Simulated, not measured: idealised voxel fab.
process module | voxel gate over fins
cross-section cut | 280 nm wide | cells 5 nm
A cross-section is a grid of square cells, given in bands from the top down. A band is one or more rows of cells.
Each band's line starts with the height of the band's top and of its bottom, in nm. Then come its materials from left to right, each with its width in nm. One material with "throughout" fills the band from edge to edge. "air" is empty space.
Height 0 is the level under which the wafer as received is all one material. The lowest band goes on downwards, as in "0 down".
A width such as "30 to 40" changes by the same amount from each row of cells to the next, from the band's top row to its bottom row.
"no change" after a step means that no cell of the cross-section changed.
closed voids: empty space of 8 cells or more with no open way to the top, each as width x height at its distance from the left edge, in nm
after a step's settings: what the simulator itself notes on the step
overlay nm, on a step with a mask: how far to the right of its planned place the mask lay; to the left if negative
plan
1 op RECEIVE | material Si
2 op CONFORMAL_DEP | material SiN | thk nm 10
3 op MASKED_ETCH | tone cover | mask id FINS | width nm 15 | pitch nm 55 | etch materials SiN | depth nm 10 | overlay nm 0
4 op MASKED_ETCH | tone cover | mask id FINS | width nm 15 | pitch nm 55 | etch materials Si | depth nm 40 | overlay nm 0
5 op FILL_DEP | material SiO2 | thk nm 15
6 op CMP | height nm 10
7 op DIRECTIONAL_DEP | material aC | thk nm 10
8 op PATTERN | tone open | mask id RAIL | material resist | width nm 15 | thk nm 25 | overlay nm 0
9 op DIRECTIONAL_ETCH | etch materials aC | depth nm 10
10 op STRIP | etch materials resist
11 op DIRECTIONAL_ETCH | etch materials SiO2 | depth nm 45
12 op STRIP | etch materials aC
13 op CONFORMAL_DEP | material TiN | thk nm 5
14 op FILL_DEP | material Ru | thk nm 5
15 op CMP | height nm 10
16 op SELECTIVE_ETCH | etch materials W Ru TiN | depth nm 30
17 op FILL_DEP | material SiO2 | thk nm 5
18 op CMP | height nm 10
19 op SELECTIVE_ETCH | etch materials SiO2 | depth nm 25
20 op STRIP | etch materials SiN
21 op CONFORMAL_DEP | material HfO2 | thk nm 5
22 op CONFORMAL_DEP | material TiN | thk nm 5
23 op CONFORMAL_DEP | material TiAl | thk nm 5
24 op CONFORMAL_DEP | material TiN | thk nm 5
25 op FILL_DEP | material W | thk nm 15
26 op CMP | height nm 30
27 op CONFORMAL_DEP | material SiN | thk nm 10
first wafer, as planned
as received, after step 1
  0 down: Si throughout
  closed voids: none
after step 2
  10 to 0: SiN throughout
  below 0: unchanged
after step 3
  10 to 0: air 50 | SiN 15 | air 40 | SiN 15 | air 40 | SiN 15 | air 40 | SiN 15 | air 50
  below 0: unchanged
after step 4
  10 to 0: air 50 | SiN 15 | air 40 | SiN 15 | air 40 | SiN 15 | air 40 | SiN 15 | air 50
  0 to -40: air 50 | Si 15 | air 40 | Si 15 | air 40 | Si 15 | air 40 | Si 15 | air 50
  below -40: unchanged
after step 5
  25 to 10: SiO2 throughout
  10 to 0: SiO2 50 | SiN 15 | SiO2 40 | SiN 15 | SiO2 40 | SiN 15 | SiO2 40 | SiN 15 | SiO2 50
  0 to -40: SiO2 50 | Si 15 | SiO2 40 | Si 15 | SiO2 40 | Si 15 | SiO2 40 | Si 15 | SiO2 50
  below -40: unchanged
after step 6
  10 to 0: SiO2 50 | SiN 15 | SiO2 40 | SiN 15 | SiO2 40 | SiN 15 | SiO2 40 | SiN 15 | SiO2 50
  below 0: unchanged
after step 7
  20 to 10: aC throughout
  below 10: unchanged
after step 8
  45 to 20: resist 75 | air 15 | resist 190
  below 20: unchanged
after step 9
  35 to 20: resist 75 | air 15 | resist 190
  20 to 10: aC 75 | air 15 | aC 190
  below 10: unchanged
after step 10
  20 to 10: aC 75 | air 15 | aC 190
  below 10: unchanged
after step 11
  20 to 10: aC 75 | air 15 | aC 190
  10 to 0: SiO2 50 | SiN 15 | SiO2 10 | air 15 | SiO2 15 | SiN 15 | SiO2 40 | SiN 15 | SiO2 40 | SiN 15 | SiO2 50
  0 to -35: SiO2 50 | Si 15 | SiO2 10 | air 15 | SiO2 15 | Si 15 | SiO2 40 | Si 15 | SiO2 40 | Si 15 | SiO2 50
  below -35: unchanged
after step 12
  10 to 0: SiO2 50 | SiN 15 | SiO2 10 | air 15 | SiO2 15 | SiN 15 | SiO2 40 | SiN 15 | SiO2 40 | SiN 15 | SiO2 50
  below 0: unchanged
after step 13
  15 to 10: TiN 80 | air 5 | TiN 195
  10 to 0: SiO2 50 | SiN 15 | SiO2 10 | TiN 5 | air 5 | TiN 5 | SiO2 15 | SiN 15 | SiO2 40 | SiN 15 | SiO2 40 | SiN 15 | SiO2 50
  0 to -30: SiO2 50 | Si 15 | SiO2 10 | TiN 5 | air 5 | TiN 5 | SiO2 15 | Si 15 | SiO2 40 | Si 15 | SiO2 40 | Si 15 | SiO2 50
  -30 to -35: SiO2 50 | Si 15 | SiO2 10 | TiN 15 | SiO2 15 | Si 15 | SiO2 40 | Si 15 | SiO2 40 | Si 15 | SiO2 50
  below -35: unchanged
after step 14
  20 to 15: Ru throughout
  15 to 10: TiN 80 | Ru 5 | TiN 195
  10 to 0: SiO2 50 | SiN 15 | SiO2 10 | TiN 5 | Ru 5 | TiN 5 | SiO2 15 | SiN 15 | SiO2 40 | SiN 15 | SiO2 40 | SiN 15 | SiO2 50
  0 to -30: SiO2 50 | Si 15 | SiO2 10 | TiN 5 | Ru 5 | TiN 5 | SiO2 15 | Si 15 | SiO2 40 | Si 15 | SiO2 40 | Si 15 | SiO2 50
  below -30: unchanged
after step 15
  10 to 0: SiO2 50 | SiN 15 | SiO2 10 | TiN 5 | Ru 5 | TiN 5 | SiO2 15 | SiN 15 | SiO2 40 | SiN 15 | SiO2 40 | SiN 15 | SiO2 50
  below 0: unchanged
after step 16
  10 to 0: SiO2 50 | SiN 15 | SiO2 10 | air 15 | SiO2 15 | SiN 15 | SiO2 40 | SiN 15 | SiO2 40 | SiN 15 | SiO2 50
  0 to -20: SiO2 50 | Si 15 | SiO2 10 | air 15 | SiO2 15 | Si 15 | SiO2 40 | Si 15 | SiO2 40 | Si 15 | SiO2 50
  below -20: unchanged
after step 17
  15 to 10: SiO2 throughout
  10 to 0: SiO2 50 | SiN 15 | SiO2 40 | SiN 15 | SiO2 40 | SiN 15 | SiO2 40 | SiN 15 | SiO2 50
  0 to -20: SiO2 50 | Si 15 | SiO2 40 | Si 15 | SiO2 40 | Si 15 | SiO2 40 | Si 15 | SiO2 50
  below -20: unchanged
after step 18
  10 to 0: SiO2 50 | SiN 15 | SiO2 40 | SiN 15 | SiO2 40 | SiN 15 | SiO2 40 | SiN 15 | SiO2 50
  below 0: unchanged
after step 19
  10 to 0: air 50 | SiN 15 | air 40 | SiN 15 | air 40 | SiN 15 | air 40 | SiN 15 | air 50
  0 to -15: air 50 | Si 15 | air 40 | Si 15 | air 40 | Si 15 | air 40 | Si 15 | air 50
  below -15: unchanged
after step 20
  0 to -15: air 50 | Si 15 | air 40 | Si 15 | air 40 | Si 15 | air 40 | Si 15 | air 50
  below -15: unchanged
after step 21
  5 to 0: air 45 | HfO2 25 | air 30 | HfO2 25 | air 30 | HfO2 25 | air 30 | HfO2 25 | air 45
  0 to -10: air 45 | HfO2 5 | Si 15 | HfO2 5 | air 30 | HfO2 5 | Si 15 | HfO2 5 | air 30 | HfO2 5 | Si 15 | HfO2 5 | air 30 | HfO2 5 | Si 15 | HfO2 5 | air 45
  -10 to -15: HfO2 50 | Si 15 | HfO2 40 | Si 15 | HfO2 40 | Si 15 | HfO2 40 | Si 15 | HfO2 50
  below -15: unchanged
after step 22
  10 to 5: air 40 | TiN 35 | air 20 | TiN 35 | air 20 | TiN 35 | air 20 | TiN 35 | air 40
  5 to 0: air 40 | TiN 5 | HfO2 25 | TiN 5 | air 20 | TiN 5 | HfO2 25 | TiN 5 | air 20 | TiN 5 | HfO2 25 | TiN 5 | air 20 | TiN 5 | HfO2 25 | TiN 5 | air 40
  0 to -5: air 40 | TiN 5 | HfO2 5 | Si 15 | HfO2 5 | TiN 5 | air 20 | TiN 5 | HfO2 5 | Si 15 | HfO2 5 | TiN 5 | air 20 | TiN 5 | HfO2 5 | Si 15 | HfO2 5 | TiN 5 | air 20 | TiN 5 | HfO2 5 | Si 15 | HfO2 5 | TiN 5 | air 40
  -5 to -10: TiN 45 | HfO2 5 | Si 15 | HfO2 5 | TiN 30 | HfO2 5 | Si 15 | HfO2 5 | TiN 30 | HfO2 5 | Si 15 | HfO2 5 | TiN 30 | HfO2 5 | Si 15 | HfO2 5 | TiN 45
  below -10: unchanged
after step 23
  15 to 10: air 35 | TiAl 45 | air 10 | TiAl 45 | air 10 | TiAl 45 | air 10 | TiAl 45 | air 35
  10 to 5: air 35 | TiAl 5 | TiN 35 | TiAl 5 | air 10 | TiAl 5 | TiN 35 | TiAl 5 | air 10 | TiAl 5 | TiN 35 | TiAl 5 | air 10 | TiAl 5 | TiN 35 | TiAl 5 | air 35
  5 to 0: air 35 | TiAl 5 | TiN 5 | HfO2 25 | TiN 5 | TiAl 5 | air 10 | TiAl 5 | TiN 5 | HfO2 25 | TiN 5 | TiAl 5 | air 10 | TiAl 5 | TiN 5 | HfO2 25 | TiN 5 | TiAl 5 | air 10 | TiAl 5 | TiN 5 | HfO2 25 | TiN 5 | TiAl 5 | air 35
  0 to -5: TiAl 40 | TiN 5 | HfO2 5 | Si 15 | HfO2 5 | TiN 5 | TiAl 20 | TiN 5 | HfO2 5 | Si 15 | HfO2 5 | TiN 5 | TiAl 20 | TiN 5 | HfO2 5 | Si 15 | HfO2 5 | TiN 5 | TiAl 20 | TiN 5 | HfO2 5 | Si 15 | HfO2 5 | TiN 5 | TiAl 40
  below -5: unchanged
after step 24
  20 to 15: air 30 | TiN 220 | air 30
  15 to 10: air 30 | TiN 5 | TiAl 45 | TiN 10 | TiAl 45 | TiN 10 | TiAl 45 | TiN 10 | TiAl 45 | TiN 5 | air 30
  10 to 5: air 30 | TiN 5 | TiAl 5 | TiN 35 | TiAl 5 | TiN 10 | TiAl 5 | TiN 35 | TiAl 5 | TiN 10 | TiAl 5 | TiN 35 | TiAl 5 | TiN 10 | TiAl 5 | TiN 35 | TiAl 5 | TiN 5 | air 30
  5 to 0: TiN 35 | TiAl 5 | TiN 5 | HfO2 25 | TiN 5 | TiAl 5 | TiN 10 | TiAl 5 | TiN 5 | HfO2 25 | TiN 5 | TiAl 5 | TiN 10 | TiAl 5 | TiN 5 | HfO2 25 | TiN 5 | TiAl 5 | TiN 10 | TiAl 5 | TiN 5 | HfO2 25 | TiN 5 | TiAl 5 | TiN 35
  below 0: unchanged
after step 25
  35 to 20: W throughout
  20 to 15: W 30 | TiN 220 | W 30
  15 to 10: W 30 | TiN 5 | TiAl 45 | TiN 10 | TiAl 45 | TiN 10 | TiAl 45 | TiN 10 | TiAl 45 | TiN 5 | W 30
  10 to 5: W 30 | TiN 5 | TiAl 5 | TiN 35 | TiAl 5 | TiN 10 | TiAl 5 | TiN 35 | TiAl 5 | TiN 10 | TiAl 5 | TiN 35 | TiAl 5 | TiN 10 | TiAl 5 | TiN 35 | TiAl 5 | TiN 5 | W 30
  below 5: unchanged
after step 26
  30 to 20: W throughout
  below 20: unchanged
after step 27
  40 to 30: SiN throughout
  below 30: unchanged
second wafer: like start, like plan, one mistake. Through step 7 it matches the first wafer
when step 8 should have ended
  45 to 20: resist 85 | air 15 | resist 180
  below 20: unchanged
when step 9 should have ended
  35 to 20: resist 85 | air 15 | resist 180
  20 to 10: aC 85 | air 15 | aC 180
  below 10: unchanged
when step 10 should have ended
  20 to 10: aC 85 | air 15 | aC 180
  below 10: unchanged
when step 11 should have ended
  20 to 10: aC 85 | air 15 | aC 180
  10 to 0: SiO2 50 | SiN 15 | SiO2 20 | air 15 | SiO2 5 | SiN 15 | SiO2 40 | SiN 15 | SiO2 40 | SiN 15 | SiO2 50
  0 to -35: SiO2 50 | Si 15 | SiO2 20 | air 15 | SiO2 5 | Si 15 | SiO2 40 | Si 15 | SiO2 40 | Si 15 | SiO2 50
  below -35: unchanged
when step 12 should have ended
  10 to 0: SiO2 50 | SiN 15 | SiO2 20 | air 15 | SiO2 5 | SiN 15 | SiO2 40 | SiN 15 | SiO2 40 | SiN 15 | SiO2 50
  below 0: unchanged
when step 13 should have ended
  15 to 10: TiN 90 | air 5 | TiN 185
  10 to 0: SiO2 50 | SiN 15 | SiO2 20 | TiN 5 | air 5 | TiN 5 | SiO2 5 | SiN 15 | SiO2 40 | SiN 15 | SiO2 40 | SiN 15 | SiO2 50
  0 to -30: SiO2 50 | Si 15 | SiO2 20 | TiN 5 | air 5 | TiN 5 | SiO2 5 | Si 15 | SiO2 40 | Si 15 | SiO2 40 | Si 15 | SiO2 50
  -30 to -35: SiO2 50 | Si 15 | SiO2 20 | TiN 15 | SiO2 5 | Si 15 | SiO2 40 | Si 15 | SiO2 40 | Si 15 | SiO2 50
  below -35: unchanged
when step 14 should have ended
  20 to 15: Ru throughout
  15 to 10: TiN 90 | Ru 5 | TiN 185
  10 to 0: SiO2 50 | SiN 15 | SiO2 20 | TiN 5 | Ru 5 | TiN 5 | SiO2 5 | SiN 15 | SiO2 40 | SiN 15 | SiO2 40 | SiN 15 | SiO2 50
  0 to -30: SiO2 50 | Si 15 | SiO2 20 | TiN 5 | Ru 5 | TiN 5 | SiO2 5 | Si 15 | SiO2 40 | Si 15 | SiO2 40 | Si 15 | SiO2 50
  below -30: unchanged
when step 15 should have ended
  10 to 0: SiO2 50 | SiN 15 | SiO2 20 | TiN 5 | Ru 5 | TiN 5 | SiO2 5 | SiN 15 | SiO2 40 | SiN 15 | SiO2 40 | SiN 15 | SiO2 50
  below 0: unchanged
when step 16 should have ended
  10 to 0: SiO2 50 | SiN 15 | SiO2 20 | air 15 | SiO2 5 | SiN 15 | SiO2 40 | SiN 15 | SiO2 40 | SiN 15 | SiO2 50
  0 to -20: SiO2 50 | Si 15 | SiO2 20 | air 15 | SiO2 5 | Si 15 | SiO2 40 | Si 15 | SiO2 40 | Si 15 | SiO2 50
  below -20: unchanged
when step 17 should have ended
  15 to 10: SiO2 throughout
  10 to 0: SiO2 50 | SiN 15 | SiO2 40 | SiN 15 | SiO2 40 | SiN 15 | SiO2 40 | SiN 15 | SiO2 50
  0 to -20: SiO2 50 | Si 15 | SiO2 40 | Si 15 | SiO2 40 | Si 15 | SiO2 40 | Si 15 | SiO2 50
  below -20: unchanged
when step 18 should have ended
  10 to 0: SiO2 50 | SiN 15 | SiO2 40 | SiN 15 | SiO2 40 | SiN 15 | SiO2 40 | SiN 15 | SiO2 50
  below 0: unchanged
when step 19 should have ended
  10 to 0: air 50 | SiN 15 | air 40 | SiN 15 | air 40 | SiN 15 | air 40 | SiN 15 | air 50
  0 to -15: air 50 | Si 15 | air 40 | Si 15 | air 40 | Si 15 | air 40 | Si 15 | air 50
  below -15: unchanged
when step 20 should have ended
  0 to -15: air 50 | Si 15 | air 40 | Si 15 | air 40 | Si 15 | air 40 | Si 15 | air 50
  below -15: unchanged
when step 21 should have ended
  5 to 0: air 45 | HfO2 25 | air 30 | HfO2 25 | air 30 | HfO2 25 | air 30 | HfO2 25 | air 45
  0 to -10: air 45 | HfO2 5 | Si 15 | HfO2 5 | air 30 | HfO2 5 | Si 15 | HfO2 5 | air 30 | HfO2 5 | Si 15 | HfO2 5 | air 30 | HfO2 5 | Si 15 | HfO2 5 | air 45
  -10 to -15: HfO2 50 | Si 15 | HfO2 40 | Si 15 | HfO2 40 | Si 15 | HfO2 40 | Si 15 | HfO2 50
  below -15: unchanged
when step 22 should have ended
  10 to 5: air 40 | TiN 35 | air 20 | TiN 35 | air 20 | TiN 35 | air 20 | TiN 35 | air 40
  5 to 0: air 40 | TiN 5 | HfO2 25 | TiN 5 | air 20 | TiN 5 | HfO2 25 | TiN 5 | air 20 | TiN 5 | HfO2 25 | TiN 5 | air 20 | TiN 5 | HfO2 25 | TiN 5 | air 40
  0 to -5: air 40 | TiN 5 | HfO2 5 | Si 15 | HfO2 5 | TiN 5 | air 20 | TiN 5 | HfO2 5 | Si 15 | HfO2 5 | TiN 5 | air 20 | TiN 5 | HfO2 5 | Si 15 | HfO2 5 | TiN 5 | air 20 | TiN 5 | HfO2 5 | Si 15 | HfO2 5 | TiN 5 | air 40
  -5 to -10: TiN 45 | HfO2 5 | Si 15 | HfO2 5 | TiN 30 | HfO2 5 | Si 15 | HfO2 5 | TiN 30 | HfO2 5 | Si 15 | HfO2 5 | TiN 30 | HfO2 5 | Si 15 | HfO2 5 | TiN 45
  below -10: unchanged
when step 23 should have ended
  15 to 10: air 35 | TiAl 45 | air 10 | TiAl 45 | air 10 | TiAl 45 | air 10 | TiAl 45 | air 35
  10 to 5: air 35 | TiAl 5 | TiN 35 | TiAl 5 | air 10 | TiAl 5 | TiN 35 | TiAl 5 | air 10 | TiAl 5 | TiN 35 | TiAl 5 | air 10 | TiAl 5 | TiN 35 | TiAl 5 | air 35
  5 to 0: air 35 | TiAl 5 | TiN 5 | HfO2 25 | TiN 5 | TiAl 5 | air 10 | TiAl 5 | TiN 5 | HfO2 25 | TiN 5 | TiAl 5 | air 10 | TiAl 5 | TiN 5 | HfO2 25 | TiN 5 | TiAl 5 | air 10 | TiAl 5 | TiN 5 | HfO2 25 | TiN 5 | TiAl 5 | air 35
  0 to -5: TiAl 40 | TiN 5 | HfO2 5 | Si 15 | HfO2 5 | TiN 5 | TiAl 20 | TiN 5 | HfO2 5 | Si 15 | HfO2 5 | TiN 5 | TiAl 20 | TiN 5 | HfO2 5 | Si 15 | HfO2 5 | TiN 5 | TiAl 20 | TiN 5 | HfO2 5 | Si 15 | HfO2 5 | TiN 5 | TiAl 40
  below -5: unchanged
when step 24 should have ended
  20 to 15: air 30 | TiN 220 | air 30
  15 to 10: air 30 | TiN 5 | TiAl 45 | TiN 10 | TiAl 45 | TiN 10 | TiAl 45 | TiN 10 | TiAl 45 | TiN 5 | air 30
  10 to 5: air 30 | TiN 5 | TiAl 5 | TiN 35 | TiAl 5 | TiN 10 | TiAl 5 | TiN 35 | TiAl 5 | TiN 10 | TiAl 5 | TiN 35 | TiAl 5 | TiN 10 | TiAl 5 | TiN 35 | TiAl 5 | TiN 5 | air 30
  5 to 0: TiN 35 | TiAl 5 | TiN 5 | HfO2 25 | TiN 5 | TiAl 5 | TiN 10 | TiAl 5 | TiN 5 | HfO2 25 | TiN 5 | TiAl 5 | TiN 10 | TiAl 5 | TiN 5 | HfO2 25 | TiN 5 | TiAl 5 | TiN 10 | TiAl 5 | TiN 5 | HfO2 25 | TiN 5 | TiAl 5 | TiN 35
  below 0: unchanged
when step 25 should have ended
  35 to 20: W throughout
  20 to 15: W 30 | TiN 220 | W 30
  15 to 10: W 30 | TiN 5 | TiAl 45 | TiN 10 | TiAl 45 | TiN 10 | TiAl 45 | TiN 10 | TiAl 45 | TiN 5 | W 30
  10 to 5: W 30 | TiN 5 | TiAl 5 | TiN 35 | TiAl 5 | TiN 10 | TiAl 5 | TiN 35 | TiAl 5 | TiN 10 | TiAl 5 | TiN 35 | TiAl 5 | TiN 10 | TiAl 5 | TiN 35 | TiAl 5 | TiN 5 | W 30
  below 5: unchanged
when step 26 should have ended
  30 to 20: W throughout
  below 20: unchanged
when step 27 should have ended
  40 to 30: SiN throughout
  below 30: unchanged
what went wrong: step 8 ran as: op PATTERN | tone open | mask id RAIL | material resist | width nm 15 | thk nm 25 | overlay nm 10
at the end the second wafer has, in cells: as many of each material as the first, in other places
